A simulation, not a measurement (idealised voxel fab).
Name of the process module below: voxel self aligned vias
155 nm wide, 5 nm square cells: that's cross-section cut.
Heads up, the way a cross-section reads in here is a grid of square cells, handed over as bands from the top down, with every band being one or more rows of cells. A band entry consists of two parts. The first gives the height of the band's top and the height of its bottom, in nm. The rest lists the band's materials from left to right, each with its width in nm. A single material labelled with the word "full width" fills the band from edge to edge, and the word "air" marks empty space. The level at which height equals 0 is the one under which the wafer, as it arrives, is entirely one material. No lower edge exists for the bottom band, which continues downward and is notated as in "top 0, no bottom". Read "30..40" as a graded width: first number on top, second number at the bottom, same change between each pair of neighbouring rows. Reading "no alteration" for a step: not a cell of the cross-section changed in it. "Closed void inventory" means: voids of 8 cells or more that are shut off from the top with no open way through. Written width x height at distance, distance from the left edge, in nm. Post-settings text on a step line: simulator's own remark regarding the step. "overlay nm" answers the question of how far to the right of plan the mask lay on a step that has a mask, and when it is negative the answer is to the left.

[Below is the list of planned process steps]
1: RECEIVE: material Si
2: CONFORMAL_DEP: material SiO2, thk nm 15
3: CONFORMAL_DEP: material SiCN, thk nm 5
4: DIRECTIONAL_DEP: material lowk, thk nm 30
5: DIRECTIONAL_DEP: material aC, thk nm 15
6: PATTERN: tone open, mask id LINES, material resist, width nm 25, pitch nm 75, thk nm 35, overlay nm 0
7: DIRECTIONAL_ETCH: etch materials aC, depth nm 15
8: STRIP: etch materials resist
9: DIRECTIONAL_ETCH: etch materials lowk, depth nm 30
10: STRIP: etch materials aC
11: CONFORMAL_DEP: material TiN, thk nm 5
12: FILL_DEP: material Ru, thk nm 5
13: CMP: height nm 50
14: SELECTIVE_ETCH: etch materials W Ru TiN, depth nm 5
15: FILL_DEP: material SiN, thk nm 10
16: CMP: height nm 50
17: DIRECTIONAL_DEP: material lowk, thk nm 20
18: DIRECTIONAL_DEP: material aC, thk nm 10
19: PATTERN: tone open, mask id VIAS, material resist, width nm 45, pitch nm 75, thk nm 30, overlay nm 0
20: DIRECTIONAL_ETCH: etch materials aC, depth nm 10
21: STRIP: etch materials resist
22: DIRECTIONAL_ETCH: etch materials lowk, depth nm 20
23: DIRECTIONAL_ETCH: etch materials SiN, depth nm 5
24: STRIP: etch materials aC
25: CONFORMAL_DEP: material TiN, thk nm 5
26: FILL_DEP: material Ru, thk nm 10
27: CMP: height nm 70
28: CONFORMAL_DEP: material SiCN, thk nm 5

[What follows covers the first of two wafers; it ran as planned]

[As-received wafer cross-section (after step 1)]
	top 0, no bottom: Si full width
	Closed void inventory: none

[Cross-section through the wafer, step 2 finished]
	top 15, bottom 0: SiO2 full width
	Note: structure below 0 unchanged.

[Cross-section through the wafer, step 3 finished]
	top 20, bottom 15: SiCN full width
	Note: structure below 15 unchanged.

[Cross-section through the wafer, step 4 finished]
	top 50, bottom 20: lowk full width
	Note: structure below 20 unchanged.

[Cross-section through the wafer, step 5 finished]
	top 65, bottom 50: aC full width
	Note: structure below 50 unchanged.

[Cross-section through the wafer, step 6 finished]
	top 100, bottom 65: resist: 25; air: 25; resist: 50; air: 25; resist: 30
	Note: structure below 65 unchanged.

[Cross-section through the wafer, step 7 finished]
	top 85, bottom 65: resist: 25; air: 25; resist: 50; air: 25; resist: 30
	top 65, bottom 50: aC: 25; air: 25; aC: 50; air: 25; aC: 30
	Note: structure below 50 unchanged.

[Cross-section through the wafer, step 8 finished]
	top 65, bottom 50: aC: 25; air: 25; aC: 50; air: 25; aC: 30
	Note: structure below 50 unchanged.

[Cross-section through the wafer, step 9 finished]
	top 65, bottom 50: aC: 25; air: 25; aC: 50; air: 25; aC: 30
	top 50, bottom 20: lowk: 25; air: 25; lowk: 50; air: 25; lowk: 30
	Note: structure below 20 unchanged.

[Cross-section through the wafer, step 10 finished]
	top 50, bottom 20: lowk: 25; air: 25; lowk: 50; air: 25; lowk: 30
	Note: structure below 20 unchanged.

[Cross-section through the wafer, step 11 finished]
	top 55, bottom 50: TiN: 30; air: 15; TiN: 60; air: 15; TiN: 35
	top 50, bottom 25: lowk: 25; TiN: 5; air: 15; TiN: 5; lowk: 50; TiN: 5; air: 15; TiN: 5; lowk: 30
	top 25, bottom 20: lowk: 25; TiN: 25; lowk: 50; TiN: 25; lowk: 30
	Note: structure below 20 unchanged.

[Cross-section through the wafer, step 12 finished]
	top 60, bottom 55: Ru full width
	top 55, bottom 50: TiN: 30; Ru: 15; TiN: 60; Ru: 15; TiN: 35
	top 50, bottom 25: lowk: 25; TiN: 5; Ru: 15; TiN: 5; lowk: 50; TiN: 5; Ru: 15; TiN: 5; lowk: 30
	Note: structure below 25 unchanged.

[Cross-section through the wafer, step 13 finished]
	top 50, bottom 25: lowk: 25; TiN: 5; Ru: 15; TiN: 5; lowk: 50; TiN: 5; Ru: 15; TiN: 5; lowk: 30
	Note: structure below 25 unchanged.

[Cross-section through the wafer, step 14 finished]
	top 50, bottom 45: lowk: 25; air: 25; lowk: 50; air: 25; lowk: 30
	Note: structure below 45 unchanged.

[Cross-section through the wafer, step 15 finished]
	top 60, bottom 50: SiN full width
	top 50, bottom 45: lowk: 25; SiN: 25; lowk: 50; SiN: 25; lowk: 30
	Note: structure below 45 unchanged.

[Cross-section through the wafer, step 16 finished]
	top 50, bottom 45: lowk: 25; SiN: 25; lowk: 50; SiN: 25; lowk: 30
	Note: structure below 45 unchanged.

[Cross-section through the wafer, step 17 finished]
	top 70, bottom 50: lowk full width
	Note: structure below 50 unchanged.

[Cross-section through the wafer, step 18 finished]
	top 80, bottom 70: aC full width
	Note: structure below 70 unchanged.

[Cross-section through the wafer, step 19 finished]
	top 110, bottom 80: resist: 15; air: 45; resist: 30; air: 45; resist: 20
	Note: structure below 80 unchanged.

[Cross-section through the wafer, step 20 finished]
	top 100, bottom 80: resist: 15; air: 45; resist: 30; air: 45; resist: 20
	top 80, bottom 70: aC: 15; air: 45; aC: 30; air: 45; aC: 20
	Note: structure below 70 unchanged.

[Cross-section through the wafer, step 21 finished]
	top 80, bottom 70: aC: 15; air: 45; aC: 30; air: 45; aC: 20
	Note: structure below 70 unchanged.

[Cross-section through the wafer, step 22 finished]
	top 80, bottom 70: aC: 15; air: 45; aC: 30; air: 45; aC: 20
	top 70, bottom 50: lowk: 15; air: 45; lowk: 30; air: 45; lowk: 20
	Note: structure below 50 unchanged.

[Cross-section through the wafer, step 23 finished]
	top 80, bottom 70: aC: 15; air: 45; aC: 30; air: 45; aC: 20
	top 70, bottom 50: lowk: 15; air: 45; lowk: 30; air: 45; lowk: 20
	top 50, bottom 45: lowk: 25; air: 25; lowk: 50; air: 25; lowk: 30
	Note: structure below 45 unchanged.

[Cross-section through the wafer, step 24 finished]
	top 70, bottom 50: lowk: 15; air: 45; lowk: 30; air: 45; lowk: 20
	Note: structure below 50 unchanged.

[Cross-section through the wafer, step 25 finished]
	top 75, bottom 70: TiN: 20; air: 35; TiN: 40; air: 35; TiN: 25
	top 70, bottom 55: lowk: 15; TiN: 5; air: 35; TiN: 5; lowk: 30; TiN: 5; air: 35; TiN: 5; lowk: 20
	top 55, bottom 50: lowk: 15; TiN: 15; air: 15; TiN: 15; lowk: 30; TiN: 15; air: 15; TiN: 15; lowk: 20
	top 50, bottom 45: lowk: 25; TiN: 25; lowk: 50; TiN: 25; lowk: 30
	Note: structure below 45 unchanged.

[Cross-section through the wafer, step 26 finished]
	top 85, bottom 75: Ru full width
	top 75, bottom 70: TiN: 20; Ru: 35; TiN: 40; Ru: 35; TiN: 25
	top 70, bottom 55: lowk: 15; TiN: 5; Ru: 35; TiN: 5; lowk: 30; TiN: 5; Ru: 35; TiN: 5; lowk: 20
	top 55, bottom 50: lowk: 15; TiN: 15; Ru: 15; TiN: 15; lowk: 30; TiN: 15; Ru: 15; TiN: 15; lowk: 20
	Note: structure below 50 unchanged.

[Cross-section through the wafer, step 27 finished]
	top 70, bottom 55: lowk: 15; TiN: 5; Ru: 35; TiN: 5; lowk: 30; TiN: 5; Ru: 35; TiN: 5; lowk: 20
	Note: structure below 55 unchanged.

[Cross-section through the wafer, step 28 finished]
	top 75, bottom 70: SiCN full width
	Note: structure below 70 unchanged.

[Companion wafer, the second of two: same beginning, same intended sequence, one mistake in carrying it out; through step 13 inclusive it tracks the first exactly]

[Second wafer cross-section, taken as of the time the plan sets for step 14 to be done]
	top 50, bottom 45: air: 25; TiN: 5; Ru: 15; TiN: 5; air: 50; TiN: 5; Ru: 15; TiN: 5; air: 30
	Note: structure below 45 unchanged.

[Second wafer cross-section, taken as of the time the plan sets for step 15 to be done]
	top 60, bottom 50: SiN full width
	top 50, bottom 45: SiN: 25; TiN: 5; Ru: 15; TiN: 5; SiN: 50; TiN: 5; Ru: 15; TiN: 5; SiN: 30
	Note: structure below 45 unchanged.

[Second wafer cross-section, taken as of the time the plan sets for step 16 to be done]
	top 50, bottom 45: SiN: 25; TiN: 5; Ru: 15; TiN: 5; SiN: 50; TiN: 5; Ru: 15; TiN: 5; SiN: 30
	Note: structure below 45 unchanged.

[Second wafer cross-section, taken as of the time the plan sets for step 17 to be done]
	top 70, bottom 50: lowk full width
	Note: structure below 50 unchanged.

[Second wafer cross-section, taken as of the time the plan sets for step 18 to be done]
	top 80, bottom 70: aC full width
	Note: structure below 70 unchanged.

[Second wafer cross-section, taken as of the time the plan sets for step 19 to be done]
	top 110, bottom 80: resist: 15; air: 45; resist: 30; air: 45; resist: 20
	Note: structure below 80 unchanged.

[Second wafer cross-section, taken as of the time the plan sets for step 20 to be done]
	top 100, bottom 80: resist: 15; air: 45; resist: 30; air: 45; resist: 20
	top 80, bottom 70: aC: 15; air: 45; aC: 30; air: 45; aC: 20
	Note: structure below 70 unchanged.

[Second wafer cross-section, taken as of the time the plan sets for step 21 to be done]
	top 80, bottom 70: aC: 15; air: 45; aC: 30; air: 45; aC: 20
	Note: structure below 70 unchanged.

[Second wafer cross-section, taken as of the time the plan sets for step 22 to be done]
	top 80, bottom 70: aC: 15; air: 45; aC: 30; air: 45; aC: 20
	top 70, bottom 50: lowk: 15; air: 45; lowk: 30; air: 45; lowk: 20
	Note: structure below 50 unchanged.

[Second wafer cross-section, taken as of the time the plan sets for step 23 to be done]
	top 80, bottom 70: aC: 15; air: 45; aC: 30; air: 45; aC: 20
	top 70, bottom 50: lowk: 15; air: 45; lowk: 30; air: 45; lowk: 20
	top 50, bottom 45: SiN: 15; air: 10; TiN: 5; Ru: 15; TiN: 5; air: 10; SiN: 30; air: 10; TiN: 5; Ru: 15; TiN: 5; air: 10; SiN: 20
	Note: structure below 45 unchanged.

[Second wafer cross-section, taken as of the time the plan sets for step 24 to be done]
	top 70, bottom 50: lowk: 15; air: 45; lowk: 30; air: 45; lowk: 20
	Note: structure below 50 unchanged.

[Second wafer cross-section, taken as of the time the plan sets for step 25 to be done]
	top 75, bottom 70: TiN: 20; air: 35; TiN: 40; air: 35; TiN: 25
	top 70, bottom 55: lowk: 15; TiN: 5; air: 35; TiN: 5; lowk: 30; TiN: 5; air: 35; TiN: 5; lowk: 20
	top 55, bottom 50: lowk: 15; TiN: 45; lowk: 30; TiN: 45; lowk: 20
	top 50, bottom 45: SiN: 15; TiN: 15; Ru: 15; TiN: 15; SiN: 30; TiN: 15; Ru: 15; TiN: 15; SiN: 20
	Note: structure below 45 unchanged.

[Second wafer cross-section, taken as of the time the plan sets for step 26 to be done]
	top 85, bottom 75: Ru full width
	top 75, bottom 70: TiN: 20; Ru: 35; TiN: 40; Ru: 35; TiN: 25
	top 70, bottom 55: lowk: 15; TiN: 5; Ru: 35; TiN: 5; lowk: 30; TiN: 5; Ru: 35; TiN: 5; lowk: 20
	Note: structure below 55 unchanged.

[Second wafer cross-section, taken as of the time the plan sets for step 27 to be done]
	top 70, bottom 55: lowk: 15; TiN: 5; Ru: 35; TiN: 5; lowk: 30; TiN: 5; Ru: 35; TiN: 5; lowk: 20
	Note: structure below 55 unchanged.

[Second wafer cross-section, taken as of the time the plan sets for step 28 to be done]
	top 75, bottom 70: SiCN full width
	Note: structure below 70 unchanged.
Run error: step 14 was not run as planned; what actually ran was SELECTIVE_ETCH: etch materials lowk, depth nm 5
FYI, end of process, the second wafer has more or fewer cells of some materials than the first: SiN +13; TiN +8; lowk -21
